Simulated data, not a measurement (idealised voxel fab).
Documented hereafter: the process module known as voxel transistor to metal.
For reference, the cross-section in this document is cut, with width 160 nm and square cells of 5 nm.
In what follows, cross-sections appear as grids of square cells, described through bands that run from the top down, where every band is one or more rows of cells. Top height, bottom height, nm. Materials left to right, width each, nm. Single material + "everywhere" = fills band edge to edge. "empty" = empty. Heights are measured from 0, the level below which the as-received wafer is all one material; the lowest band has no bottom and continues downward, written as in "0 down". Think of "30->40" as a width that walks from the first number to the second as you go down the band, top row to bottom row, taking equal-sized steps from row to row. Where a step carries "remains unaltered", the cross-section came out of it unchanged, cell for cell. Voids not open to the top, 8 cells minimum: see "Fully enclosed voids". Written width x height at distance; distance is from the left edge; nm. On each step's line, the part that comes after the settings is the simulator's own comment on the step. overlay nm: mask right of planned place by this much (step with mask). Neg. = left.
plan:
1,RECEIVE | material Si
2,OXIDIZE | depth nm 5
3,CONFORMAL_DEP | material SiN | thk nm 10
4,DIRECTIONAL_DEP | material aC | thk nm 10
5,PATTERN | tone cover | mask id ACTIVE | material resist | width nm 120 | thk nm 25 | overlay nm 0
6,DIRECTIONAL_ETCH | etch materials aC | depth nm 10
7,STRIP | etch materials resist
8,DIRECTIONAL_ETCH | etch materials SiN | depth nm 10
9,DIRECTIONAL_ETCH | etch materials SiO2 | depth nm 5
10,DIRECTIONAL_ETCH | etch materials Si | depth nm 20
11,STRIP | etch materials aC
12,OXIDIZE | depth nm 5
13,FILL_DEP | material SiO2 | thk nm 5
14,CMP | height nm 10
15,SELECTIVE_ETCH | etch materials SiO2 | depth nm 5
16,STRIP | etch materials SiN
17,SELECTIVE_ETCH | etch materials SiO2 | depth nm 5
18,OXIDIZE | depth nm 5
19,DIRECTIONAL_DEP | material polySi | thk nm 30
20,DIRECTIONAL_DEP | material SiCN | thk nm 10
21,PATTERN | tone cover | mask id GATE | material resist | width nm 20 | thk nm 15 | overlay nm 0
22,DIRECTIONAL_ETCH | etch materials SiCN | depth nm 20
23,DIRECTIONAL_ETCH | etch materials polySi | depth nm 40
24,STRIP | etch materials resist
25,CONFORMAL_DEP | material SiN | thk nm 10
26,DIRECTIONAL_ETCH | etch materials SiN | depth nm 10
27,DIRECTIONAL_ETCH | etch materials SiO2 | depth nm 5
28,EPI | material nSi | thk nm 5
29,FILL_DEP | material SiO2 | thk nm 5
30,CMP | height nm 35
31,DIRECTIONAL_DEP | material SiO2 | thk nm 15
32,MASKED_ETCH | tone open | mask id CONTACT | width nm 35 | pitch nm 65 | etch materials SiO2 | depth nm 55 | overlay nm 0
33,CONFORMAL_DEP | material TiN | thk nm 5
34,FILL_DEP | material Ru | thk nm 10
35,CMP | height nm 50
36,CONFORMAL_DEP | material SiN | thk nm 5
37,DIRECTIONAL_DEP | material SiO2 | thk nm 25
38,DIRECTIONAL_DEP | material aC | thk nm 15
39,PATTERN | tone open | mask id METAL_1 | material resist | width nm 20 | pitch nm 80 | thk nm 30 | overlay nm 0
40,DIRECTIONAL_ETCH | etch materials aC | depth nm 15
41,STRIP | etch materials resist
42,DIRECTIONAL_ETCH | etch materials SiO2 | depth nm 25
43,DIRECTIONAL_ETCH | etch materials SiN | depth nm 5
44,STRIP | etch materials aC
45,CONFORMAL_DEP | material TiN | thk nm 5
46,FILL_DEP | material W | thk nm 5
47,CMP | height nm 80
48,CONFORMAL_DEP | material SiN | thk nm 5
As received (post step 1): cross-section:
  0 down | Si everywhere
  Fully enclosed voids: none
The cross-section shown corresponds to the wafer at the conclusion of the module. The initial structure and the process plan are those presented above; however, one mistake occurred in executing the plan:
  85 to 80 | SiN everywhere
  80 to 55 | SiO2 30 nm, TiN 5 nm, W 10 nm, TiN 5 nm, SiO2 60 nm, TiN 5 nm, W 10 nm, TiN 5 nm, SiO2 30 nm
  55 to 50 | SiN 30 nm, TiN 20 nm, SiN 60 nm, TiN 20 nm, SiN 30 nm
  50 to 40 | SiO2 30 nm, TiN 5 nm, Ru 25 nm, TiN 5 nm, SiO2 30 nm, TiN 5 nm, Ru 25 nm, TiN 5 nm, SiO2 30 nm
  40 to 35 | SiO2 30 nm, TiN 35 nm, SiO2 30 nm, TiN 35 nm, SiO2 30 nm
  35 to 30 | SiN everywhere
  30 to 25 | polySi 15 nm, SiN 130 nm, polySi 15 nm
  25 to 0 | polySi everywhere
  0 to -5 | SiO2 15 nm, polySi 130 nm, SiO2 15 nm
  -5 to -10 | SiO2 everywhere
  -10 to -30 | SiO2 25 nm, Si 110 nm, SiO2 25 nm
  -30 down | Si everywhere
  Fully enclosed voids: none
Which mistake was made when the wafer was run? rather than as planned, step 20 actually ran as DIRECTIONAL_DEP | material SiN | thk nm 10
